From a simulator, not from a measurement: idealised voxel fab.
Title: Process Module voxel transistor to metal
Cross-section cut spans 240 nm and uses square cells 5 nm in size.
The cross-sections in this document take the form of a grid made of square cells. They are written out as bands, in order from top to bottom. Each band consists of one or more rows of cells. Band entry format. Leading values: height of top, height of bottom, nm. Remainder: materials in left-to-right order, each with its width in nm. Special words: "full width" on a single material, which then fills the band edge to edge; "blank", empty space. Where do heights start? At 0: under that level the wafer as delivered is made of one material only. And the lowest band has no floor; it just carries on downward, as in "top 0, no bottom". Quick explanation for "30->40": the width changes in equal steps down the rows of cells, from the first number in the band's top row to the second number in its bottom row. Given "changes: none" for a step, no cell of the cross-section differs between before and after that step. Entry "Closed void catalog". Content: empty spaces with no open connection to the top, size 8 cells or greater. Each: width x height at distance. Distance: from left edge. Unit: nm. If you see something after the settings on a step's line, that's the simulator's own remark about that step. overlay nm, on a step with a mask: how far to the right of its planned place the mask lay; to the left if negative.

So here's the lineup of process steps we planned
- 1: op RECEIVE | material Si
- 2: op CONFORMAL_DEP | material SiO2 | thk nm 5
- 3: op CONFORMAL_DEP | material SiN | thk nm 15
- 4: op PATTERN | tone cover | mask id ACTIVE | material resist | width nm 95 | pitch nm 115 | thk nm 15 | overlay nm 0
- 5: op DIRECTIONAL_ETCH | etch materials SiN | depth nm 15
- 6: op DIRECTIONAL_ETCH | etch materials SiO2 | depth nm 5
- 7: op DIRECTIONAL_ETCH | etch materials Si | depth nm 35
- 8: op STRIP | etch materials resist
- 9: op OXIDIZE | depth nm 5
- 10: op FILL_DEP | material SiO2 | thk nm 5
- 11: op CMP | height nm 20
- 12: op SELECTIVE_ETCH | etch materials SiO2 | depth nm 10
- 13: op STRIP | etch materials SiN
- 14: op SELECTIVE_ETCH | etch materials SiO2 | depth nm 5
- 15: op OXIDIZE | depth nm 5
- 16: op DIRECTIONAL_DEP | material polySi | thk nm 20
- 17: op DIRECTIONAL_DEP | material SiCN | thk nm 15
- 18: op DIRECTIONAL_DEP | material aC | thk nm 15
- 19: op PATTERN | tone cover | mask id GATE | material resist | width nm 15 | pitch nm 115 | thk nm 30 | overlay nm 0
- 20: op DIRECTIONAL_ETCH | etch materials aC | depth nm 15
- 21: op STRIP | etch materials resist
- 22: op DIRECTIONAL_ETCH | etch materials SiCN | depth nm 25
- 23: op DIRECTIONAL_ETCH | etch materials polySi | depth nm 30
- 24: op STRIP | etch materials aC
- 25: op CONFORMAL_DEP | material SiN | thk nm 10
- 26: op DIRECTIONAL_ETCH | etch materials SiN | depth nm 10
- 27: op DIRECTIONAL_ETCH | etch materials SiO2 | depth nm 5
- 28: op DIRECTIONAL_ETCH | etch materials Si | depth nm 10
- 29: op EPI | material pSi | thk nm 10
- 30: op FILL_DEP | material SiO2 | thk nm 10
- 31: op CMP | height nm 35
- 32: op DIRECTIONAL_DEP | material SiO2 | thk nm 10
- 33: op PATTERN | tone open | mask id CONTACT | material resist | width nm 30 | thk nm 15 | overlay nm 0
- 34: op DIRECTIONAL_ETCH | etch materials SiO2 | depth nm 50
- 35: op STRIP | etch materials resist
- 36: op CONFORMAL_DEP | material TiN | thk nm 5
- 37: op FILL_DEP | material Ru | thk nm 5
- 38: op CMP | height nm 45
- 39: op DIRECTIONAL_DEP | material TiN | thk nm 5
- 40: op DIRECTIONAL_DEP | material W | thk nm 15
- 41: op MASKED_ETCH | tone cover | mask id METAL_1 | width nm 15 | etch materials W | depth nm 15 | overlay nm 0
- 42: op MASKED_ETCH | tone cover | mask id METAL_1 | width nm 15 | etch materials TiN | depth nm 5 | overlay nm 0
- 43: op FILL_DEP | material SiO2 | thk nm 5
- 44: op CMP | height nm 65
- 45: op CONFORMAL_DEP | material SiN | thk nm 5

The first of a set of two wafers, run to plan

As received, after step 1
  top 0, no bottom = Si full width
  Closed void catalog: none

Upon completion of step 2, the wafer appears in cross-section as shown
  top 5, bottom 0 = SiO2 full width
  Rest of section, below 0: as before.

Upon completion of step 3, the wafer appears in cross-section as shown
  top 20, bottom 5 = SiN full width
  Rest of section, below 5: as before.

Upon completion of step 4, the wafer appears in cross-section as shown
  top 35, bottom 20 = blank=15  resist=95  blank=20  resist=95  blank=15
  Rest of section, below 20: as before.

Upon completion of step 5, the wafer appears in cross-section as shown
  top 35, bottom 20 = blank=15  resist=95  blank=20  resist=95  blank=15
  top 20, bottom 5 = blank=15  SiN=95  blank=20  SiN=95  blank=15
  Rest of section, below 5: as before.

Upon completion of step 6, the wafer appears in cross-section as shown
  top 35, bottom 20 = blank=15  resist=95  blank=20  resist=95  blank=15
  top 20, bottom 5 = blank=15  SiN=95  blank=20  SiN=95  blank=15
  top 5, bottom 0 = blank=15  SiO2=95  blank=20  SiO2=95  blank=15
  Rest of section, below 0: as before.

Upon completion of step 7, the wafer appears in cross-section as shown
  top 35, bottom 20 = blank=15  resist=95  blank=20  resist=95  blank=15
  top 20, bottom 5 = blank=15  SiN=95  blank=20  SiN=95  blank=15
  top 5, bottom 0 = blank=15  SiO2=95  blank=20  SiO2=95  blank=15
  top 0, bottom -35 = blank=15  Si=95  blank=20  Si=95  blank=15
  Rest of section, below -35: as before.

Upon completion of step 8, the wafer appears in cross-section as shown
  top 20, bottom 5 = blank=15  SiN=95  blank=20  SiN=95  blank=15
  Rest of section, below 5: as before.

Upon completion of step 9, the wafer appears in cross-section as shown
  top 20, bottom 5 = blank=15  SiN=95  blank=20  SiN=95  blank=15
  top 5, bottom 0 = blank=15  SiO2=95  blank=20  SiO2=95  blank=15
  top 0, bottom -35 = blank=15  SiO2=5  Si=85  SiO2=5  blank=20  SiO2=5  Si=85  SiO2=5  blank=15
  top -35, bottom -40 = SiO2=20  Si=85  SiO2=30  Si=85  SiO2=20
  Rest of section, below -40: as before.

Upon completion of step 10, the wafer appears in cross-section as shown
  top 25, bottom 20 = SiO2 full width
  top 20, bottom 5 = SiO2=15  SiN=95  SiO2=20  SiN=95  SiO2=15
  top 5, bottom 0 = SiO2 full width
  top 0, bottom -40 = SiO2=20  Si=85  SiO2=30  Si=85  SiO2=20
  Rest of section, below -40: as before.

Upon completion of step 11, the wafer appears in cross-section as shown
  top 20, bottom 5 = SiO2=15  SiN=95  SiO2=20  SiN=95  SiO2=15
  Rest of section, below 5: as before.

Upon completion of step 12, the wafer appears in cross-section as shown
  top 20, bottom 10 = blank=15  SiN=95  blank=20  SiN=95  blank=15
  Rest of section, below 10: as before.

Upon completion of step 13, the wafer appears in cross-section as shown
  top 10, bottom 5 = SiO2=15  blank=95  SiO2=20  blank=95  SiO2=15
  Rest of section, below 5: as before.

Upon completion of step 14, the wafer appears in cross-section as shown
  top 5, bottom 0 = SiO2=10  blank=105  SiO2=10  blank=105  SiO2=10
  Rest of section, below 0: as before.

Upon completion of step 15, the wafer appears in cross-section as shown
  top 5, bottom 0 = SiO2=10  blank=105  SiO2=10  blank=105  SiO2=10
  top 0, bottom -5 = SiO2 full width
  Rest of section, below -5: as before.

Upon completion of step 16, the wafer appears in cross-section as shown
  top 25, bottom 20 = polySi=10  blank=105  polySi=10  blank=105  polySi=10
  top 20, bottom 5 = polySi full width
  top 5, bottom 0 = SiO2=10  polySi=105  SiO2=10  polySi=105  SiO2=10
  Rest of section, below 0: as before.

Upon completion of step 17, the wafer appears in cross-section as shown
  top 40, bottom 35 = SiCN=10  blank=105  SiCN=10  blank=105  SiCN=10
  top 35, bottom 25 = SiCN full width
  top 25, bottom 20 = polySi=10  SiCN=105  polySi=10  SiCN=105  polySi=10
  Rest of section, below 20: as before.

Upon completion of step 18, the wafer appears in cross-section as shown
  top 55, bottom 50 = aC=10  blank=105  aC=10  blank=105  aC=10
  top 50, bottom 40 = aC full width
  top 40, bottom 35 = SiCN=10  aC=105  SiCN=10  aC=105  SiCN=10
  Rest of section, below 35: as before.

Upon completion of step 19, the wafer appears in cross-section as shown
  top 85, bottom 55 = blank=55  resist=15  blank=100  resist=15  blank=55
  top 55, bottom 50 = aC=10  blank=45  resist=15  blank=45  aC=10  blank=45  resist=15  blank=45  aC=10
  Rest of section, below 50: as before.

Upon completion of step 20, the wafer appears in cross-section as shown
  top 70, bottom 50 = blank=55  resist=15  blank=100  resist=15  blank=55
  top 50, bottom 40 = blank=55  aC=15  blank=100  aC=15  blank=55
  top 40, bottom 35 = SiCN=10  blank=45  aC=15  blank=45  SiCN=10  blank=45  aC=15  blank=45  SiCN=10
  Rest of section, below 35: as before.

Upon completion of step 21, the wafer appears in cross-section as shown
  top 50, bottom 40 = blank=55  aC=15  blank=100  aC=15  blank=55
  Rest of section, below 40: as before.

Upon completion of step 22, the wafer appears in cross-section as shown
  top 50, bottom 35 = blank=55  aC=15  blank=100  aC=15  blank=55
  top 35, bottom 25 = blank=55  SiCN=15  blank=100  SiCN=15  blank=55
  top 25, bottom 20 = polySi=10  blank=45  SiCN=15  blank=45  polySi=10  blank=45  SiCN=15  blank=45  polySi=10
  Rest of section, below 20: as before.

Upon completion of step 23, the wafer appears in cross-section as shown
  top 50, bottom 35 = blank=55  aC=15  blank=100  aC=15  blank=55
  top 35, bottom 20 = blank=55  SiCN=15  blank=100  SiCN=15  blank=55
  top 20, bottom 5 = blank=55  polySi=15  blank=100  polySi=15  blank=55
  top 5, bottom 0 = SiO2=10  blank=45  polySi=15  blank=45  SiO2=10  blank=45  polySi=15  blank=45  SiO2=10
  Rest of section, below 0: as before.

Upon completion of step 24, the wafer appears in cross-section as shown
  top 35, bottom 20 = blank=55  SiCN=15  blank=100  SiCN=15  blank=55
  Rest of section, below 20: as before.

Upon completion of step 25, the wafer appears in cross-section as shown
  top 45, bottom 35 = blank=45  SiN=35  blank=80  SiN=35  blank=45
  top 35, bottom 20 = blank=45  SiN=10  SiCN=15  SiN=10  blank=80  SiN=10  SiCN=15  SiN=10  blank=45
  top 20, bottom 15 = blank=45  SiN=10  polySi=15  SiN=10  blank=80  SiN=10  polySi=15  SiN=10  blank=45
  top 15, bottom 10 = SiN=20  blank=25  SiN=10  polySi=15  SiN=10  blank=25  SiN=30  blank=25  SiN=10  polySi=15  SiN=10  blank=25  SiN=20
  top 10, bottom 5 = SiN=55  polySi=15  SiN=100  polySi=15  SiN=55
  top 5, bottom 0 = SiO2=10  SiN=45  polySi=15  SiN=45  SiO2=10  SiN=45  polySi=15  SiN=45  SiO2=10
  Rest of section, below 0: as before.

Upon completion of step 26, the wafer appears in cross-section as shown
  top 35, bottom 20 = blank=45  SiN=10  SiCN=15  SiN=10  blank=80  SiN=10  SiCN=15  SiN=10  blank=45
  top 20, bottom 5 = blank=45  SiN=10  polySi=15  SiN=10  blank=80  SiN=10  polySi=15  SiN=10  blank=45
  top 5, bottom 0 = SiO2=10  SiN=10  blank=25  SiN=10  polySi=15  SiN=10  blank=25  SiN=10  SiO2=10  SiN=10  blank=25  SiN=10  polySi=15  SiN=10  blank=25  SiN=10  SiO2=10
  Rest of section, below 0: as before.

Upon completion of step 27, the wafer appears in cross-section as shown
  top 35, bottom 20 = blank=45  SiN=10  SiCN=15  SiN=10  blank=80  SiN=10  SiCN=15  SiN=10  blank=45
  top 20, bottom 5 = blank=45  SiN=10  polySi=15  SiN=10  blank=80  SiN=10  polySi=15  SiN=10  blank=45
  top 5, bottom 0 = blank=10  SiN=10  blank=25  SiN=10  polySi=15  SiN=10  blank=25  SiN=10  blank=10  SiN=10  blank=25  SiN=10  polySi=15  SiN=10  blank=25  SiN=10  blank=10
  top 0, bottom -5 = SiO2=20  blank=25  SiO2=35  blank=25  SiO2=30  blank=25  SiO2=35  blank=25  SiO2=20
  Rest of section, below -5: as before.

Upon completion of step 28, the wafer appears in cross-section as shown
  top 35, bottom 20 = blank=45  SiN=10  SiCN=15  SiN=10  blank=80  SiN=10  SiCN=15  SiN=10  blank=45
  top 20, bottom 5 = blank=45  SiN=10  polySi=15  SiN=10  blank=80  SiN=10  polySi=15  SiN=10  blank=45
  top 5, bottom 0 = blank=10  SiN=10  blank=25  SiN=10  polySi=15  SiN=10  blank=25  SiN=10  blank=10  SiN=10  blank=25  SiN=10  polySi=15  SiN=10  blank=25  SiN=10  blank=10
  top 0, bottom -5 = SiO2=20  blank=25  SiO2=35  blank=25  SiO2=30  blank=25  SiO2=35  blank=25  SiO2=20
  top -5, bottom -15 = SiO2=20  blank=25  Si=35  blank=25  SiO2=30  blank=25  Si=35  blank=25  SiO2=20
  Rest of section, below -15: as before.

Upon completion of step 29, the wafer appears in cross-section as shown
  top 35, bottom 20 = blank=45  SiN=10  SiCN=15  SiN=10  blank=80  SiN=10  SiCN=15  SiN=10  blank=45
  top 20, bottom 5 = blank=45  SiN=10  polySi=15  SiN=10  blank=80  SiN=10  polySi=15  SiN=10  blank=45
  top 5, bottom 0 = blank=10  SiN=10  blank=15  pSi=10  SiN=10  polySi=15  SiN=10  pSi=10  blank=15  SiN=10  blank=10  SiN=10  blank=15  pSi=10  SiN=10  polySi=15  SiN=10  pSi=10  blank=15  SiN=10  blank=10
  top 0, bottom -5 = SiO2=20  blank=15  pSi=10  SiO2=35  pSi=10  blank=15  SiO2=30  blank=15  pSi=10  SiO2=35  pSi=10  blank=15  SiO2=20
  top -5, bottom -15 = SiO2=20  pSi=25  Si=35  pSi=25  SiO2=30  pSi=25  Si=35  pSi=25  SiO2=20
  Rest of section, below -15: as before.

Upon completion of step 30, the wafer appears in cross-section as shown
  top 45, bottom 35 = SiO2 full width
  top 35, bottom 20 = SiO2=45  SiN=10  SiCN=15  SiN=10  SiO2=80  SiN=10  SiCN=15  SiN=10  SiO2=45
  top 20, bottom 5 = SiO2=45  SiN=10  polySi=15  SiN=10  SiO2=80  SiN=10  polySi=15  SiN=10  SiO2=45
  top 5, bottom 0 = SiO2=10  SiN=10  SiO2=15  pSi=10  SiN=10  polySi=15  SiN=10  pSi=10  SiO2=15  SiN=10  SiO2=10  SiN=10  SiO2=15  pSi=10  SiN=10  polySi=15  SiN=10  pSi=10  SiO2=15  SiN=10  SiO2=10
  top 0, bottom -5 = SiO2=35  pSi=10  SiO2=35  pSi=10  SiO2=60  pSi=10  SiO2=35  pSi=10  SiO2=35
  Rest of section, below -5: as before.

Upon completion of step 31, the wafer appears in cross-section as shown
  top 35, bottom 20 = SiO2=45  SiN=10  SiCN=15  SiN=10  SiO2=80  SiN=10  SiCN=15  SiN=10  SiO2=45
  Rest of section, below 20: as before.

Upon completion of step 32, the wafer appears in cross-section as shown
  top 45, bottom 35 = SiO2 full width
  Rest of section, below 35: as before.

Upon completion of step 33, the wafer appears in cross-section as shown
  top 60, bottom 45 = resist=20  blank=30  resist=25  blank=30  resist=30  blank=30  resist=25  blank=30  resist=20
  Rest of section, below 45: as before.

Upon completion of step 34, the wafer appears in cross-section as shown
  top 60, bottom 45 = resist=20  blank=30  resist=25  blank=30  resist=30  blank=30  resist=25  blank=30  resist=20
  top 45, bottom 35 = SiO2=20  blank=30  SiO2=25  blank=30  SiO2=30  blank=30  SiO2=25  blank=30  SiO2=20
  top 35, bottom 20 = SiO2=20  blank=25  SiN=10  SiCN=15  SiN=10  blank=25  SiO2=30  blank=25  SiN=10  SiCN=15  SiN=10  blank=25  SiO2=20
  top 20, bottom 5 = SiO2=20  blank=25  SiN=10  polySi=15  SiN=10  blank=25  SiO2=30  blank=25  SiN=10  polySi=15  SiN=10  blank=25  SiO2=20
  top 5, bottom 0 = SiO2=10  SiN=10  blank=15  pSi=10  SiN=10  polySi=15  SiN=10  pSi=10  blank=15  SiN=10  SiO2=10  SiN=10  blank=15  pSi=10  SiN=10  polySi=15  SiN=10  pSi=10  blank=15  SiN=10  SiO2=10
  top 0, bottom -5 = SiO2=20  blank=15  pSi=10  SiO2=35  pSi=10  blank=15  SiO2=30  blank=15  pSi=10  SiO2=35  pSi=10  blank=15  SiO2=20
  Rest of section, below -5: as before.

Upon completion of step 35, the wafer appears in cross-section as shown
  top 45, bottom 35 = SiO2=20  blank=30  SiO2=25  blank=30  SiO2=30  blank=30  SiO2=25  blank=30  SiO2=20
  Rest of section, below 35: as before.

Upon completion of step 36, the wafer appears in cross-section as shown
  top 50, bottom 45 = TiN=25  blank=20  TiN=35  blank=20  TiN=40  blank=20  TiN=35  blank=20  TiN=25
  top 45, bottom 35 = SiO2=20  TiN=5  blank=20->15  TiN=5->10  SiO2=25  TiN=5->10  blank=20->15  TiN=5  SiO2=30  TiN=5  blank=20->15  TiN=5->10  SiO2=25  TiN=5->10  blank=20->15  TiN=5  SiO2=20
  top 35, bottom 20 = SiO2=20  TiN=5  blank=15  TiN=5  SiN=10  SiCN=15  SiN=10  TiN=5  blank=15  TiN=5  SiO2=30  TiN=5  blank=15  TiN=5  SiN=10  SiCN=15  SiN=10  TiN=5  blank=15  TiN=5  SiO2=20
  top 20, bottom 10 = SiO2=20  TiN=5  blank=15  TiN=5  SiN=10  polySi=15  SiN=10  TiN=5  blank=15  TiN=5  SiO2=30  TiN=5  blank=15  TiN=5  SiN=10  polySi=15  SiN=10  TiN=5  blank=15  TiN=5  SiO2=20
  top 10, bottom 5 = SiO2=20  TiN=5  blank=5  TiN=15  SiN=10  polySi=15  SiN=10  TiN=15  blank=5  TiN=5  SiO2=30  TiN=5  blank=5  TiN=15  SiN=10  polySi=15  SiN=10  TiN=15  blank=5  TiN=5  SiO2=20
  top 5, bottom 0 = SiO2=10  SiN=10  TiN=5  blank=5  TiN=5  pSi=10  SiN=10  polySi=15  SiN=10  pSi=10  TiN=5  blank=5  TiN=5  SiN=10  SiO2=10  SiN=10  TiN=5  blank=5  TiN=5  pSi=10  SiN=10  polySi=15  SiN=10  pSi=10  TiN=5  blank=5  TiN=5  SiN=10  SiO2=10
  top 0, bottom -5 = SiO2=20  TiN=15  pSi=10  SiO2=35  pSi=10  TiN=15  SiO2=30  TiN=15  pSi=10  SiO2=35  pSi=10  TiN=15  SiO2=20
  Rest of section, below -5: as before.

Upon completion of step 37, the wafer appears in cross-section as shown
  top 55, bottom 50 = Ru full width
  top 50, bottom 45 = TiN=25  Ru=20  TiN=35  Ru=20  TiN=40  Ru=20  TiN=35  Ru=20  TiN=25
  top 45, bottom 35 = SiO2=20  TiN=5  Ru=20->15  TiN=5->10  SiO2=25  TiN=5->10  Ru=20->15  TiN=5  SiO2=30  TiN=5  Ru=20->15  TiN=5->10  SiO2=25  TiN=5->10  Ru=20->15  TiN=5  SiO2=20
  top 35, bottom 20 = SiO2=20  TiN=5  Ru=15  TiN=5  SiN=10  SiCN=15  SiN=10  TiN=5  Ru=15  TiN=5  SiO2=30  TiN=5  Ru=15  TiN=5  SiN=10  SiCN=15  SiN=10  TiN=5  Ru=15  TiN=5  SiO2=20
  top 20, bottom 10 = SiO2=20  TiN=5  Ru=15  TiN=5  SiN=10  polySi=15  SiN=10  TiN=5  Ru=15  TiN=5  SiO2=30  TiN=5  Ru=15  TiN=5  SiN=10  polySi=15  SiN=10  TiN=5  Ru=15  TiN=5  SiO2=20
  top 10, bottom 5 = SiO2=20  TiN=5  Ru=5  TiN=15  SiN=10  polySi=15  SiN=10  TiN=15  Ru=5  TiN=5  SiO2=30  TiN=5  Ru=5  TiN=15  SiN=10  polySi=15  SiN=10  TiN=15  Ru=5  TiN=5  SiO2=20
  top 5, bottom 0 = SiO2=10  SiN=10  TiN=5  Ru=5  TiN=5  pSi=10  SiN=10  polySi=15  SiN=10  pSi=10  TiN=5  Ru=5  TiN=5  SiN=10  SiO2=10  SiN=10  TiN=5  Ru=5  TiN=5  pSi=10  SiN=10  polySi=15  SiN=10  pSi=10  TiN=5  Ru=5  TiN=5  SiN=10  SiO2=10
  Rest of section, below 0: as before.

Upon completion of step 38, the wafer appears in cross-section as shown
  top 45, bottom 35 = SiO2=20  TiN=5  Ru=20->15  TiN=5->10  SiO2=25  TiN=5->10  Ru=20->15  TiN=5  SiO2=30  TiN=5  Ru=20->15  TiN=5->10  SiO2=25  TiN=5->10  Ru=20->15  TiN=5  SiO2=20
  Rest of section, below 35: as before.

Upon completion of step 39, the wafer appears in cross-section as shown
  top 50, bottom 45 = TiN full width
  Rest of section, below 45: as before.

Upon completion of step 40, the wafer appears in cross-section as shown
  top 65, bottom 50 = W full width
  Rest of section, below 50: as before.

Upon completion of step 41, the wafer appears in cross-section as shown
  top 65, bottom 50 = blank=20  W=15  blank=55  W=15  blank=30  W=15  blank=55  W=15  blank=20
  Rest of section, below 50: as before.

Upon completion of step 42, the wafer appears in cross-section as shown
  top 65, bottom 50 = blank=20  W=15  blank=55  W=15  blank=30  W=15  blank=55  W=15  blank=20
  top 50, bottom 45 = blank=20  TiN=15  blank=55  TiN=15  blank=30  TiN=15  blank=55  TiN=15  blank=20
  Rest of section, below 45: as before.

Upon completion of step 43, the wafer appears in cross-section as shown
  top 70, bottom 65 = SiO2 full width
  top 65, bottom 50 = SiO2=20  W=15  SiO2=55  W=15  SiO2=30  W=15  SiO2=55  W=15  SiO2=20
  top 50, bottom 45 = SiO2=20  TiN=15  SiO2=55  TiN=15  SiO2=30  TiN=15  SiO2=55  TiN=15  SiO2=20
  Rest of section, below 45: as before.

Upon completion of step 44, the wafer appears in cross-section as shown
  top 65, bottom 50 = SiO2=20  W=15  SiO2=55  W=15  SiO2=30  W=15  SiO2=55  W=15  SiO2=20
  Rest of section, below 50: as before.

Upon completion of step 45, the wafer appears in cross-section as shown
  top 70, bottom 65 = SiN full width
  Rest of section, below 65: as before.

Wafer two of the pair: same origin, same plan, one error during the run; identical to wafer one up to and including step 16

Second wafer at the planned finish of step 17, seen in cross-section
  top 55, bottom 50 = SiCN=10  blank=105  SiCN=10  blank=105  SiCN=10
  top 50, bottom 25 = SiCN full width
  top 25, bottom 20 = polySi=10  SiCN=105  polySi=10  SiCN=105  polySi=10
  Rest of section, below 20: as before.

Second wafer at the planned finish of step 18, seen in cross-section
  top 70, bottom 65 = aC=10  blank=105  aC=10  blank=105  aC=10
  top 65, bottom 55 = aC full width
  top 55, bottom 50 = SiCN=10  aC=105  SiCN=10  aC=105  SiCN=10
  Rest of section, below 50: as before.

Second wafer at the planned finish of step 19, seen in cross-section
  top 100, bottom 70 = blank=55  resist=15  blank=100  resist=15  blank=55
  top 70, bottom 65 = aC=10  blank=45  resist=15  blank=45  aC=10  blank=45  resist=15  blank=45  aC=10
  Rest of section, below 65: as before.

Second wafer at the planned finish of step 20, seen in cross-section
  top 85, bottom 65 = blank=55  resist=15  blank=100  resist=15  blank=55
  top 65, bottom 55 = blank=55  aC=15  blank=100  aC=15  blank=55
  top 55, bottom 50 = SiCN=10  blank=45  aC=15  blank=45  SiCN=10  blank=45  aC=15  blank=45  SiCN=10
  Rest of section, below 50: as before.

Second wafer at the planned finish of step 21, seen in cross-section
  top 65, bottom 55 = blank=55  aC=15  blank=100  aC=15  blank=55
  Rest of section, below 55: as before.

Second wafer at the planned finish of step 22, seen in cross-section
  top 65, bottom 50 = blank=55  aC=15  blank=100  aC=15  blank=55
  top 50, bottom 30 = blank=55  SiCN=15  blank=100  SiCN=15  blank=55
  top 30, bottom 25 = SiCN=10  blank=45  SiCN=15  blank=45  SiCN=10  blank=45  SiCN=15  blank=45  SiCN=10
  Rest of section, below 25: as before.

Second wafer at the planned finish of step 23, seen in cross-section: changes: none

Second wafer at the planned finish of step 24, seen in cross-section
  top 50, bottom 30 = blank=55  SiCN=15  blank=100  SiCN=15  blank=55
  Rest of section, below 30: as before.

Second wafer at the planned finish of step 25, seen in cross-section
  top 60, bottom 50 = blank=45  SiN=35  blank=80  SiN=35  blank=45
  top 50, bottom 40 = blank=45  SiN=10  SiCN=15  SiN=10  blank=80  SiN=10  SiCN=15  SiN=10  blank=45
  top 40, bottom 35 = SiN=20  blank=25  SiN=10  SiCN=15  SiN=10  blank=25  SiN=30  blank=25  SiN=10  SiCN=15  SiN=10  blank=25  SiN=20
  top 35, bottom 30 = SiN=55  SiCN=15  SiN=100  SiCN=15  SiN=55
  top 30, bottom 25 = SiCN=10  SiN=45  SiCN=15  SiN=45  SiCN=10  SiN=45  SiCN=15  SiN=45  SiCN=10
  Rest of section, below 25: as before.

Second wafer at the planned finish of step 26, seen in cross-section
  top 50, bottom 30 = blank=45  SiN=10  SiCN=15  SiN=10  blank=80  SiN=10  SiCN=15  SiN=10  blank=45
  top 30, bottom 25 = SiCN=10  SiN=10  blank=25  SiN=10  SiCN=15  SiN=10  blank=25  SiN=10  SiCN=10  SiN=10  blank=25  SiN=10  SiCN=15  SiN=10  blank=25  SiN=10  SiCN=10
  Rest of section, below 25: as before.

Second wafer at the planned finish of step 27, seen in cross-section: changes: none

Second wafer at the planned finish of step 28, seen in cross-section: changes: none

Second wafer at the planned finish of step 29, seen in cross-section: changes: none

Second wafer at the planned finish of step 30, seen in cross-section
  top 60, bottom 50 = SiO2 full width
  top 50, bottom 30 = SiO2=45  SiN=10  SiCN=15  SiN=10  SiO2=80  SiN=10  SiCN=15  SiN=10  SiO2=45
  top 30, bottom 25 = SiCN=10  SiN=10  SiO2=25  SiN=10  SiCN=15  SiN=10  SiO2=25  SiN=10  SiCN=10  SiN=10  SiO2=25  SiN=10  SiCN=15  SiN=10  SiO2=25  SiN=10  SiCN=10
  Rest of section, below 25: as before.

Second wafer at the planned finish of step 31, seen in cross-section
  top 35, bottom 30 = SiO2=45  SiN=10  SiCN=15  SiN=10  SiO2=80  SiN=10  SiCN=15  SiN=10  SiO2=45
  Rest of section, below 30: as before.

Second wafer at the planned finish of step 32, seen in cross-section
  top 45, bottom 35 = SiO2 full width
  Rest of section, below 35: as before.

Second wafer at the planned finish of step 33, seen in cross-section
  top 60, bottom 45 = resist=20  blank=30  resist=25  blank=30  resist=30  blank=30  resist=25  blank=30  resist=20
  Rest of section, below 45: as before.

Second wafer at the planned finish of step 34, seen in cross-section
  top 60, bottom 45 = resist=20  blank=30  resist=25  blank=30  resist=30  blank=30  resist=25  blank=30  resist=20
  top 45, bottom 35 = SiO2=20  blank=30  SiO2=25  blank=30  SiO2=30  blank=30  SiO2=25  blank=30  SiO2=20
  top 35, bottom 30 = SiO2=20  blank=25  SiN=10  SiCN=15  SiN=10  blank=25  SiO2=30  blank=25  SiN=10  SiCN=15  SiN=10  blank=25  SiO2=20
  top 30, bottom 25 = SiCN=10  SiN=10  blank=25  SiN=10  SiCN=15  SiN=10  blank=25  SiN=10  SiCN=10  SiN=10  blank=25  SiN=10  SiCN=15  SiN=10  blank=25  SiN=10  SiCN=10
  Rest of section, below 25: as before.

Second wafer at the planned finish of step 35, seen in cross-section
  top 45, bottom 35 = SiO2=20  blank=30  SiO2=25  blank=30  SiO2=30  blank=30  SiO2=25  blank=30  SiO2=20
  Rest of section, below 35: as before.

Second wafer at the planned finish of step 36, seen in cross-section
  top 50, bottom 45 = TiN=25  blank=20  TiN=35  blank=20  TiN=40  blank=20  TiN=35  blank=20  TiN=25
  top 45, bottom 35 = SiO2=20  TiN=5  blank=20->15  TiN=5->10  SiO2=25  TiN=5->10  blank=20->15  TiN=5  SiO2=30  TiN=5  blank=20->15  TiN=5->10  SiO2=25  TiN=5->10  blank=20->15  TiN=5  SiO2=20
  top 35, bottom 30 = SiO2=20  TiN=5  blank=15  TiN=5  SiN=10  SiCN=15  SiN=10  TiN=5  blank=15  TiN=5  SiO2=30  TiN=5  blank=15  TiN=5  SiN=10  SiCN=15  SiN=10  TiN=5  blank=15  TiN=5  SiO2=20
  top 30, bottom 25 = SiCN=10  SiN=10  TiN=25  SiN=10  SiCN=15  SiN=10  TiN=25  SiN=10  SiCN=10  SiN=10  TiN=25  SiN=10  SiCN=15  SiN=10  TiN=25  SiN=10  SiCN=10
  Rest of section, below 25: as before.

Second wafer at the planned finish of step 37, seen in cross-section
  top 55, bottom 50 = Ru full width
  top 50, bottom 45 = TiN=25  Ru=20  TiN=35  Ru=20  TiN=40  Ru=20  TiN=35  Ru=20  TiN=25
  top 45, bottom 35 = SiO2=20  TiN=5  Ru=20->15  TiN=5->10  SiO2=25  TiN=5->10  Ru=20->15  TiN=5  SiO2=30  TiN=5  Ru=20->15  TiN=5->10  SiO2=25  TiN=5->10  Ru=20->15  TiN=5  SiO2=20
  top 35, bottom 30 = SiO2=20  TiN=5  Ru=15  TiN=5  SiN=10  SiCN=15  SiN=10  TiN=5  Ru=15  TiN=5  SiO2=30  TiN=5  Ru=15  TiN=5  SiN=10  SiCN=15  SiN=10  TiN=5  Ru=15  TiN=5  SiO2=20
  Rest of section, below 30: as before.

Second wafer at the planned finish of step 38, seen in cross-section
  top 45, bottom 35 = SiO2=20  TiN=5  Ru=20->15  TiN=5->10  SiO2=25  TiN=5->10  Ru=20->15  TiN=5  SiO2=30  TiN=5  Ru=20->15  TiN=5->10  SiO2=25  TiN=5->10  Ru=20->15  TiN=5  SiO2=20
  Rest of section, below 35: as before.

Second wafer at the planned finish of step 39, seen in cross-section
  top 50, bottom 45 = TiN full width
  Rest of section, below 45: as before.

Second wafer at the planned finish of step 40, seen in cross-section
  top 65, bottom 50 = W full width
  Rest of section, below 50: as before.

Second wafer at the planned finish of step 41, seen in cross-section
  top 65, bottom 50 = blank=20  W=15  blank=55  W=15  blank=30  W=15  blank=55  W=15  blank=20
  Rest of section, below 50: as before.

Second wafer at the planned finish of step 42, seen in cross-section
  top 65, bottom 50 = blank=20  W=15  blank=55  W=15  blank=30  W=15  blank=55  W=15  blank=20
  top 50, bottom 45 = blank=20  TiN=15  blank=55  TiN=15  blank=30  TiN=15  blank=55  TiN=15  blank=20
  Rest of section, below 45: as before.

Second wafer at the planned finish of step 43, seen in cross-section
  top 70, bottom 65 = SiO2 full width
  top 65, bottom 50 = SiO2=20  W=15  SiO2=55  W=15  SiO2=30  W=15  SiO2=55  W=15  SiO2=20
  top 50, bottom 45 = SiO2=20  TiN=15  SiO2=55  TiN=15  SiO2=30  TiN=15  SiO2=55  TiN=15  SiO2=20
  Rest of section, below 45: as before.

Second wafer at the planned finish of step 44, seen in cross-section
  top 65, bottom 50 = SiO2=20  W=15  SiO2=55  W=15  SiO2=30  W=15  SiO2=55  W=15  SiO2=20
  Rest of section, below 50: as before.

Second wafer at the planned finish of step 45, seen in cross-section
  top 70, bottom 65 = SiN full width
  Rest of section, below 65: as before.
Finding, execution versus plan: the plan's step 17 ran twice
Once processing is complete, comparing cell counts shows that the second wafer has more or fewer of certain materials than the first: Ru: 56 fewer, Si: 40 more, SiCN: 42 more, SiN: 40 fewer, SiO2: 50 fewer, TiN: 48 fewer, pSi: 56 fewer, polySi: 168 more
